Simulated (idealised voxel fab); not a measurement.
The document below concerns the process module designated voxel transistor to metal.
The figure presents cross-section cut, which has a width of 195 nm and is divided into square cells with an edge length of 5 nm.
Think of the cross-section as a grid of square cells. We describe it in bands, top to bottom, and each band covers one or more rows of those cells. It is stipulated that each band's entry specify, in nanometres, the height of the top of the band and then that of its bottom, followed by the materials of the band in left-to-right sequence, each together with its width in nanometres. A single material marked by the word "all across" is understood to fill the band from edge to edge; the word "blank" is understood to denote empty space. Below 0: as-received wafer, all one material; heights counted from there. Lowest band: no bottom, goes on down, written "0 nm and below". With a width like "30->40", each row of cells in the band differs from the next by the same amount, the top row carrying the first number and the bottom row the second. What does "all unchanged" mean for a step? It means no cell of the cross-section changed in that step. In the "Closed void entries" entry, you get each enclosed empty space of 8 cells or more, one with no open way to the top, written width x height at distance, distance from the left edge, in nm. Step line, after settings: the simulator's comment on this step. For masked steps, "overlay nm" on the step line gives how far right of plan the mask actually lay; a minus sign means it lay to the left.
# Listed below are the process steps as planned
1 RECEIVE,material Si
2 CONFORMAL_DEP,material SiO2,thk nm 5
3 CONFORMAL_DEP,material SiN,thk nm 15
4 PATTERN,tone cover,mask id ACTIVE,material resist,width nm 115,thk nm 15,overlay nm 0
5 DIRECTIONAL_ETCH,etch materials SiN,depth nm 15
6 DIRECTIONAL_ETCH,etch materials SiO2,depth nm 5
7 DIRECTIONAL_ETCH,etch materials Si,depth nm 35
8 STRIP,etch materials resist
9 OXIDIZE,depth nm 5
10 FILL_DEP,material SiO2,thk nm 5
11 CMP,height nm 20
12 SELECTIVE_ETCH,etch materials SiO2,depth nm 10
13 STRIP,etch materials SiN
14 SELECTIVE_ETCH,etch materials SiO2,depth nm 5
15 OXIDIZE,depth nm 5
16 DIRECTIONAL_DEP,material polySi,thk nm 30
17 DIRECTIONAL_DEP,material SiCN,thk nm 15
18 PATTERN,tone cover,mask id GATE,material resist,width nm 35,thk nm 15,overlay nm 0
19 DIRECTIONAL_ETCH,etch materials SiCN,depth nm 25
20 DIRECTIONAL_ETCH,etch materials polySi,depth nm 40
21 STRIP,etch materials resist
22 CONFORMAL_DEP,material SiN,thk nm 5
23 DIRECTIONAL_ETCH,etch materials SiN,depth nm 5
24 DIRECTIONAL_ETCH,etch materials SiO2,depth nm 5
25 DIRECTIONAL_ETCH,etch materials Si,depth nm 15
26 EPI,material nSi,thk nm 20
27 FILL_DEP,material SiO2,thk nm 5
28 CMP,height nm 30
29 STRIP,etch materials polySi
30 SELECTIVE_ETCH,etch materials SiO2,depth nm 5
31 CONFORMAL_DEP,material HfO2,thk nm 5
32 CONFORMAL_DEP,material TiN,thk nm 5
33 FILL_DEP,material W,thk nm 10
34 CMP,height nm 25
35 DIRECTIONAL_DEP,material SiO2,thk nm 15
36 DIRECTIONAL_DEP,material aC,thk nm 15
37 PATTERN,tone open,mask id CONTACT,material resist,width nm 15,pitch nm 90,thk nm 35,overlay nm 0
38 DIRECTIONAL_ETCH,etch materials aC,depth nm 15
39 STRIP,etch materials resist
40 DIRECTIONAL_ETCH,etch materials SiO2,depth nm 40
41 STRIP,etch materials aC
42 CONFORMAL_DEP,material TiN,thk nm 5
43 FILL_DEP,material W,thk nm 5
44 CMP,height nm 40
45 CONFORMAL_DEP,material SiCN,thk nm 5
46 DIRECTIONAL_DEP,material SiO2,thk nm 20
47 PATTERN,tone open,mask id METAL_1,material resist,width nm 15,pitch nm 90,thk nm 20,overlay nm 0
48 DIRECTIONAL_ETCH,etch materials SiO2,depth nm 20
49 DIRECTIONAL_ETCH,etch materials SiCN,depth nm 5
50 STRIP,etch materials resist
51 CONFORMAL_DEP,material TiN,thk nm 5
52 FILL_DEP,material Cu,thk nm 10
53 CMP,height nm 65
54 EPI,material Ru,thk nm 5
55 FILL_DEP,material SiCN,thk nm 5
56 DIRECTIONAL_DEP,material SiO2,thk nm 25
57 PATTERN,tone open,mask id METAL_2,material resist,width nm 15,pitch nm 90,thk nm 20,overlay nm 0
58 DIRECTIONAL_ETCH,etch materials SiO2,depth nm 15
59 STRIP,etch materials resist
60 MASKED_ETCH,tone open,mask id METAL_2_HOLES,width nm 15,pitch nm 90,etch materials SiO2,depth nm 10,overlay nm 0
61 MASKED_ETCH,tone open,mask id METAL_2_HOLES,width nm 15,pitch nm 90,etch materials SiCN,depth nm 5,overlay nm 0
62 CONFORMAL_DEP,material TiN,thk nm 5
63 FILL_DEP,material Cu,thk nm 10
64 CMP,height nm 100
65 CONFORMAL_DEP,material SiN,thk nm 5
# Cross-section of the wafer as it came to us, i.e., already through step 1
- 0 nm and below | Si all across
- Closed void entries: none
# Starting structure and process plan are as shown above, but one mistake was made in running the module; the wafer cross-section at the end of the module follows
- 105 nm to 100 nm | SiN all across
- 100 nm to 90 nm | SiO2=40, then TiN=5->10, then Cu=10->5, then TiN=5, then SiO2=70, then TiN=5->10, then Cu=10->5, then TiN=5, then SiO2=45
- 90 nm to 85 nm | SiO2=45, then TiN=15, then SiO2=75, then TiN=15, then SiO2=45
- 85 nm to 75 nm | SiO2=45, then TiN=10, then SiO2=80, then TiN=10, then SiO2=50
- 75 nm to 70 nm | SiCN=45, then TiN=10, then SiCN=80, then TiN=10, then SiCN=50
- 70 nm to 65 nm | SiCN=40, then Ru=25, then SiCN=65, then Ru=25, then SiCN=40
- 65 nm to 45 nm | SiO2=45, then TiN=5, then Cu=5, then TiN=5, then SiO2=75, then TiN=5, then Cu=5, then TiN=5, then SiO2=45
- 45 nm to 40 nm | SiCN=45, then TiN=15, then SiCN=75, then TiN=15, then SiCN=45
- 40 nm to 25 nm | SiO2=45, then TiN=5, then W=5, then TiN=5, then SiO2=75, then TiN=5, then W=5, then TiN=5, then SiO2=45
- 25 nm to 20 nm | SiO2=45, then TiN=5, then W=5, then TiN=5, then SiO2=15, then SiN=5, then HfO2=5, then TiN=5, then W=15, then TiN=5, then HfO2=5, then SiN=5, then SiO2=15, then TiN=5, then W=5, then TiN=5, then SiO2=45
- 20 nm to 15 nm | SiO2=45, then TiN=15, then SiO2=15, then SiN=5, then HfO2=5, then TiN=5, then W=15, then TiN=5, then HfO2=5, then SiN=5, then SiO2=15, then TiN=15, then SiO2=45
- 15 nm to 5 nm | SiO2=45, then TiN=10, then nSi=20, then SiN=5, then HfO2=5, then TiN=5, then W=15, then TiN=5, then HfO2=5, then SiN=5, then nSi=20, then TiN=10, then SiO2=45
- 5 nm to 0 nm | SiO2=35, then SiN=5, then SiO2=5, then TiN=10, then nSi=20, then SiN=5, then HfO2=5, then TiN=25, then HfO2=5, then SiN=5, then nSi=20, then TiN=10, then SiO2=5, then SiN=5, then SiO2=35
- 0 nm to -5 nm | SiO2=40, then nSi=35, then HfO2=45, then nSi=35, then SiO2=40
- -5 nm to -20 nm | SiO2=45, then nSi=30, then Si=45, then nSi=30, then SiO2=45
- -20 nm to -40 nm | SiO2=45, then Si=105, then SiO2=45
- -40 nm and below | Si all across
- Closed void entries: none
Finding, execution versus plan: step 60 ran as: MASKED_ETCH,tone open,mask id METAL_2_HOLES,width nm 15,pitch nm 90,etch materials SiO2,depth nm 10,overlay nm -5
